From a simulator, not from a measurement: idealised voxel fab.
Title: Process Module voxel gate over fins
Pictured: cross-section cut, 240 nm wide, on a grid of 5 nm square cells.
Reading order for cross-sections: top band down to bottom band. Underlying form: a grid of square cells. Band size: one or more rows of cells. Band: top height; bottom height; in nm. Then, left to right: material with width in nm, for each material. "throughout": a single material spanning edge to edge. "air": empty space. A quick word on heights: they are counted from 0, and under that level the wafer as it came to us is one material throughout. The lowest band is different from the rest in having no bottom; it simply continues downward, written as in "from 0 down". When a width is written as two numbers, as in "30 to 40", the first number is the width in the top row of cells of the band and the second is the width in its bottom row, and the width changes by the same amount from each row to the next. The designation "nothing changed", where it is given for a processing step, indicates that no cell of the cross-section was altered in the course of that step. You'll see "Closed void entries" listing empty spaces that have no way open to the top, as long as they're 8 cells or more; the notation is width x height at distance, where the distance is from the left edge, and all of it is in nm. Formally, on a step line, whatever follows the settings is a remark that the simulator itself makes on the step. Regarding "overlay nm": on a step with a mask, it is the distance the mask lay to the right of its planned place; a negative value places it to the left.
The steps planned for the process are as follows
1 RECEIVE: material Si
2 CONFORMAL_DEP: material SiN, thk nm 10
3 PATTERN: tone cover, mask id FINS, material resist, width nm 15, pitch nm 60, thk nm 20, overlay nm 0
4 DIRECTIONAL_ETCH: etch materials SiN, depth nm 10
5 DIRECTIONAL_ETCH: etch materials Si, depth nm 40
6 STRIP: etch materials resist
7 OXIDIZE: depth nm 5
8 FILL_DEP: material SiO2, thk nm 15
9 CMP: height nm 10
10 PATTERN: tone open, mask id RAIL, material resist, width nm 15, thk nm 15, overlay nm 0
11 DIRECTIONAL_ETCH: etch materials SiO2, depth nm 45
12 STRIP: etch materials resist
13 CONFORMAL_DEP: material TiN, thk nm 5
14 FILL_DEP: material Ru, thk nm 10
15 CMP: height nm 10
16 SELECTIVE_ETCH: etch materials W Ru TiN, depth nm 30
17 FILL_DEP: material SiO2, thk nm 5
18 CMP: height nm 10
19 SELECTIVE_ETCH: etch materials SiO2, depth nm 20
20 STRIP: etch materials SiN
21 CONFORMAL_DEP: material HfO2, thk nm 5
22 CONFORMAL_DEP: material TiN, thk nm 5
23 CONFORMAL_DEP: material TiAl, thk nm 5
24 CONFORMAL_DEP: material TiN, thk nm 5
25 FILL_DEP: material W, thk nm 15
26 CMP: height nm 30
27 CONFORMAL_DEP: material SiN, thk nm 5
Cross-section of the incoming wafer, state after step 1
  from 0 down = Si throughout
  Closed void entries: none
Run as planned - first of the two wafers cross-sectioned at the end of the module
  from 35 to 30 = SiN throughout
  from 30 to 20 = W throughout
  from 20 to 15 = 35 of W; 45 of TiN; 15 of W; 45 of TiN; 15 of W; 45 of TiN; 40 of W
  from 15 to 10 = 35 of W; 5 of TiN; 35 of TiAl; 5 of TiN; 15 of W; 5 of TiN; 35 of TiAl; 5 of TiN; 15 of W; 5 of TiN; 35 of TiAl; 5 of TiN; 40 of W
  from 10 to 5 = 40 of TiN; 5 of TiAl; 25 of TiN; 5 of TiAl; 25 of TiN; 5 of TiAl; 25 of TiN; 5 of TiAl; 25 of TiN; 5 of TiAl; 25 of TiN; 5 of TiAl; 45 of TiN
  from 5 to 0 = 45 of TiAl; 5 of TiN; 15 of HfO2; 5 of TiN; 35 of TiAl; 5 of TiN; 15 of HfO2; 5 of TiN; 35 of TiAl; 5 of TiN; 15 of HfO2; 5 of TiN; 50 of TiAl
  from 0 to -5 = 50 of TiN; 5 of HfO2; 5 of Si; 5 of HfO2; 45 of TiN; 5 of HfO2; 5 of Si; 5 of HfO2; 45 of TiN; 5 of HfO2; 5 of Si; 5 of HfO2; 55 of TiN
  from -5 to -10 = 55 of HfO2; 5 of Si; 55 of HfO2; 5 of Si; 55 of HfO2; 5 of Si; 60 of HfO2
  from -10 to -20 = 55 of SiO2; 5 of Si; 55 of SiO2; 5 of Si; 55 of SiO2; 5 of Si; 60 of SiO2
  from -20 to -30 = 55 of SiO2; 5 of Si; 20 of SiO2; 5 of TiN; 5 of Ru; 5 of TiN; 20 of SiO2; 5 of Si; 55 of SiO2; 5 of Si; 60 of SiO2
  from -30 to -35 = 55 of SiO2; 5 of Si; 20 of SiO2; 15 of TiN; 20 of SiO2; 5 of Si; 55 of SiO2; 5 of Si; 60 of SiO2
  from -35 to -45 = 55 of SiO2; 5 of Si; 55 of SiO2; 5 of Si; 55 of SiO2; 5 of Si; 60 of SiO2
  from -45 down = Si throughout
  Closed void entries: none
Cross-sectional view: second of two wafers, end of module; start and plan identical to the first, one mistake in running
  from 35 to 30 = SiN throughout
  from 30 to 15 = W throughout
  from 15 to 10 = 40 of W; 35 of TiN; 25 of W; 35 of TiN; 25 of W; 35 of TiN; 45 of W
  from 10 to 5 = 40 of W; 5 of TiN; 25 of TiAl; 5 of TiN; 25 of W; 5 of TiN; 25 of TiAl; 5 of TiN; 25 of W; 5 of TiN; 25 of TiAl; 5 of TiN; 45 of W
  from 5 to 0 = 45 of TiN; 5 of TiAl; 15 of HfO2; 5 of TiAl; 35 of TiN; 5 of TiAl; 15 of HfO2; 5 of TiAl; 35 of TiN; 5 of TiAl; 15 of HfO2; 5 of TiAl; 50 of TiN
  from 0 to -5 = 50 of TiAl; 5 of HfO2; 5 of Si; 5 of HfO2; 45 of TiAl; 5 of HfO2; 5 of Si; 5 of HfO2; 45 of TiAl; 5 of HfO2; 5 of Si; 5 of HfO2; 55 of TiAl
  from -5 to -10 = 55 of HfO2; 5 of Si; 55 of HfO2; 5 of Si; 55 of HfO2; 5 of Si; 60 of HfO2
  from -10 to -20 = 55 of SiO2; 5 of Si; 55 of SiO2; 5 of Si; 55 of SiO2; 5 of Si; 60 of SiO2
  from -20 to -30 = 55 of SiO2; 5 of Si; 20 of SiO2; 5 of TiN; 5 of Ru; 5 of TiN; 20 of SiO2; 5 of Si; 55 of SiO2; 5 of Si; 60 of SiO2
  from -30 to -35 = 55 of SiO2; 5 of Si; 20 of SiO2; 15 of TiN; 20 of SiO2; 5 of Si; 55 of SiO2; 5 of Si; 60 of SiO2
  from -35 to -45 = 55 of SiO2; 5 of Si; 55 of SiO2; 5 of Si; 55 of SiO2; 5 of Si; 60 of SiO2
  from -45 down = Si throughout
  Closed void entries: none
Deviation from plan: plan step 22 was not performed, having been skipped
Wrapping up, a cell-based count of both wafers puts the second over or under the first for these materials: -60 TiN, +60 W
